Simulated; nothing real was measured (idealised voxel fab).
voxel capacitor over wiring: a process module
215 nm wide, 5 nm square cells: that's cross-section cut.
Cross-section spec: square-cell grid; bands listed top down; each band is one or more rows.
Read a band's entry like this: the first values are the height of its top and the height of its bottom in nm, and what follows is the sequence of materials from left to right, each with its width in nm. Note that "blank" is empty space, and that a single material marked "full width" reaches across the band from edge to edge.
Heights are measured from 0, the level below which the as-received wafer is all one material; the lowest band has no bottom and continues downward, written as in "from 0 down".
With a width like "30..40", each row of cells in the band differs from the next by the same amount, the top row carrying the first number and the bottom row the second.
A step reported as "all unchanged" is a step in which no cell of the cross-section changed.
Entry "Encapsulated voids". Content: empty spaces with no open connection to the top, size 8 cells or greater. Each: width x height at distance. Distance: from left edge. Unit: nm.
Text after the settings on a step's line: the simulator's own remark on that step.
"overlay nm", when on a step's line for a step with a mask, measures how far to the right of its planned place the mask lay; a negative measure means to the left.

So here's the lineup of process steps we planned:
1) RECEIVE with material Si
2) CONFORMAL_DEP with material SiO2, thk nm 10
3) DIRECTIONAL_DEP with material TiN, thk nm 5
4) DIRECTIONAL_DEP with material W, thk nm 15
5) PATTERN with tone cover, mask id METAL_1, material resist, width nm 25, pitch nm 95, thk nm 20, overlay nm 0
6) DIRECTIONAL_ETCH with etch materials W, depth nm 15
7) DIRECTIONAL_ETCH with etch materials TiN, depth nm 5
8) STRIP with etch materials resist
9) CONFORMAL_DEP with material SiN, thk nm 5
10) FILL_DEP with material lowk, thk nm 5
11) CMP with height nm 30
12) CONFORMAL_DEP with material SiCN, thk nm 5
13) DIRECTIONAL_DEP with material lowk, thk nm 10
14) PATTERN with tone open, mask id PLUG_1, material resist, width nm 15, thk nm 20, overlay nm 0
15) DIRECTIONAL_ETCH with etch materials lowk, depth nm 10
16) DIRECTIONAL_ETCH with etch materials SiCN, depth nm 5
17) STRIP with etch materials resist
18) CONFORMAL_DEP with material TiN, thk nm 5
19) FILL_DEP with material Ru, thk nm 10
20) CMP with height nm 45
21) DIRECTIONAL_DEP with material TiN, thk nm 10
22) DIRECTIONAL_DEP with material SiN, thk nm 5
23) DIRECTIONAL_DEP with material TiN, thk nm 5
24) MASKED_ETCH with tone cover, mask id UPPER_PLATE, width nm 75, etch materials TiN, depth nm 5, overlay nm 0
25) MASKED_ETCH with tone cover, mask id UPPER_PLATE, width nm 75, etch materials SiN, depth nm 5, overlay nm 0
26) DIRECTIONAL_DEP with material aC, thk nm 10
27) PATTERN with tone cover, mask id LOWER_PLATE, material resist, width nm 85, thk nm 30, overlay nm 0
28) DIRECTIONAL_ETCH with etch materials aC, depth nm 10
29) STRIP with etch materials resist
30) DIRECTIONAL_ETCH with etch materials TiN, depth nm 10
31) STRIP with etch materials aC
32) FILL_DEP with material SiO2, thk nm 15
33) CMP with height nm 75
34) PATTERN with tone open, mask id PLUG_2, material resist, width nm 15, thk nm 20, overlay nm 0
35) DIRECTIONAL_ETCH with etch materials SiO2, depth nm 10
36) STRIP with etch materials resist
37) CONFORMAL_DEP with material TiN, thk nm 5
38) FILL_DEP with material Ru, thk nm 5
39) CMP with height nm 75
40) CONFORMAL_DEP with material SiCN, thk nm 5

The cross-section here shows the wafer as received, i.e. in its state after step 1:
> from 0 down | Si full width
> Encapsulated voids: none

As-planned run: cross-section of the first of two wafers at end of module:
> from 80 to 75 | SiCN full width
> from 75 to 70 | SiO2 65 | TiN 5 | Ru 5 | TiN 5 | SiO2 135
> from 70 to 60 | SiO2 65..55 | TiN 15..75 | SiO2 135..85
> from 60 to 55 | SiO2 55 | SiN 75 | SiO2 85
> from 55 to 45 | SiO2 50 | TiN 85 | SiO2 80
> from 45 to 35 | lowk 55 | TiN 5 | Ru 5 | TiN 5 | lowk 145
> from 35 to 30 | SiCN 55 | TiN 15 | SiCN 145
> from 30 to 15 | lowk 40 | SiN 5 | W 25 | SiN 5 | lowk 60 | SiN 5 | W 25 | SiN 5 | lowk 45
> from 15 to 10 | SiN 45 | TiN 25 | SiN 70 | TiN 25 | SiN 50
> from 10 to 0 | SiO2 full width
> from 0 down | Si full width
> Encapsulated voids: none

Same start, same plan as the first wafer - but one mistake in the run. Cross-section of the second of the two at the end of the module:
> from 80 to 75 | SiCN full width
> from 75 to 70 | SiO2 65 | TiN 5 | Ru 5 | TiN 5 | SiO2 135
> from 70 to 60 | SiO2 65..55 | TiN 15..75 | SiO2 135..85
> from 60 to 55 | SiO2 55 | SiN 75 | SiO2 85
> from 55 to 45 | SiO2 50 | TiN 85 | SiO2 80
> from 45 to 35 | lowk 55 | TiN 5 | W 5 | TiN 5 | lowk 145
> from 35 to 30 | SiCN 55 | TiN 15 | SiCN 145
> from 30 to 15 | lowk 40 | SiN 5 | W 25 | SiN 5 | lowk 60 | SiN 5 | W 25 | SiN 5 | lowk 45
> from 15 to 10 | SiN 45 | TiN 25 | SiN 70 | TiN 25 | SiN 50
> from 10 to 0 | SiO2 full width
> from 0 down | Si full width
> Encapsulated voids: none
Want to know what went wrong? step 19 ran differently from the plan; actual operation with settings: FILL_DEP with material W, thk nm 10
In the final state, the cell counts of the second wafer exceed or fall short of those of the first for the following materials: 2 fewer of Ru | 2 more of W
